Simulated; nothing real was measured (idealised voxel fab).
Process module in this document: voxel ribs on slabs
Section shown: cut. Width: 275 nm. Cell size: 5 nm, square.
This document writes a cross-section as a grid whose cells are square, and gives it as bands, listed from the top down; one or more rows of cells form a band.
Top, bottom (nm), then materials left to right with widths (nm); lone material tagged "throughout" fills the whole band edge to edge; "blank" = empty space.
It should be noted that heights are counted from 0, beneath which the wafer as supplied is of one material throughout, and that the lowest band possesses no lower boundary but continues downward, as written in "from 0 down".
Per-row width for "30..40": begins at first number (top row of band), ends at second number (bottom row), increment between rows held constant.
Where the words "nothing changed" appear for a step, the cross-section shows no cell changed by that step; every cell remained as before.
"Fully sealed voids": sealed empty spaces, 8 cells or more, no open way to top, listed width x height at distance, with distance from the left edge and width, height and distance in nm.
Formally, on a step line, whatever follows the settings is a remark that the simulator itself makes on the step.
overlay nm: mask offset rightward from planned place, masked step; negative means leftward offset.
Process steps foreseen in the plan
step 1: RECEIVE (material Si)
step 2: DIRECTIONAL_DEP (material SiO2; thk nm 30)
step 3: DIRECTIONAL_DEP (material SiN; thk nm 25)
step 4: PATTERN (tone cover; mask id RIB; material resist; width nm 30; thk nm 20; overlay nm 0)
step 5: DIRECTIONAL_ETCH (etch materials SiN; depth nm 10)
step 6: STRIP (etch materials resist)
step 7: DIRECTIONAL_DEP (material aC; thk nm 10)
step 8: PATTERN (tone cover; mask id SLAB; material resist; width nm 60; thk nm 30; overlay nm 0)
step 9: DIRECTIONAL_ETCH (etch materials aC; depth nm 10)
step 10: STRIP (etch materials resist)
step 11: DIRECTIONAL_ETCH (etch materials SiN; depth nm 15)
step 12: STRIP (etch materials aC)
step 13: FILL_DEP (material SiO2; thk nm 20)
step 14: CMP (height nm 70)
step 15: DIRECTIONAL_DEP (material TiN; thk nm 10)
step 16: DIRECTIONAL_DEP (material aC; thk nm 15)
step 17: PATTERN (tone cover; mask id HEATER; material resist; width nm 40; thk nm 35; overlay nm 0)
step 18: DIRECTIONAL_ETCH (etch materials aC; depth nm 15)
step 19: STRIP (etch materials resist)
step 20: DIRECTIONAL_ETCH (etch materials TiN; depth nm 10)
step 21: STRIP (etch materials aC)
step 22: CONFORMAL_DEP (material SiO2; thk nm 5)
Cross-section of the wafer upon arrival, representing the state reached after step 1
> from 0 down | Si throughout
> Fully sealed voids: none
End-of-module cross-section. Starting structure and process plan as above; one mistake made in running it
> from 85 to 80 | blank (110), then SiO2 (50), then blank (115)
> from 80 to 75 | blank (110), then SiO2 (5), then TiN (40), then SiO2 (5), then blank (115)
> from 75 to 70 | SiO2 (115), then TiN (40), then SiO2 (120)
> from 70 to 55 | SiO2 throughout
> from 55 to 45 | SiO2 (105), then SiN (15), then SiO2 (30), then SiN (15), then SiO2 (110)
> from 45 to 40 | SiO2 (105), then SiN (60), then SiO2 (110)
> from 40 to 30 | SiN throughout
> from 30 to 0 | SiO2 throughout
> from 0 down | Si throughout
> Fully sealed voids: none
Which mistake was made when the wafer was run? step 4 ran differently from the plan; actual operation with settings: PATTERN (tone open; mask id RIB; material resist; width nm 30; thk nm 20; overlay nm 0)
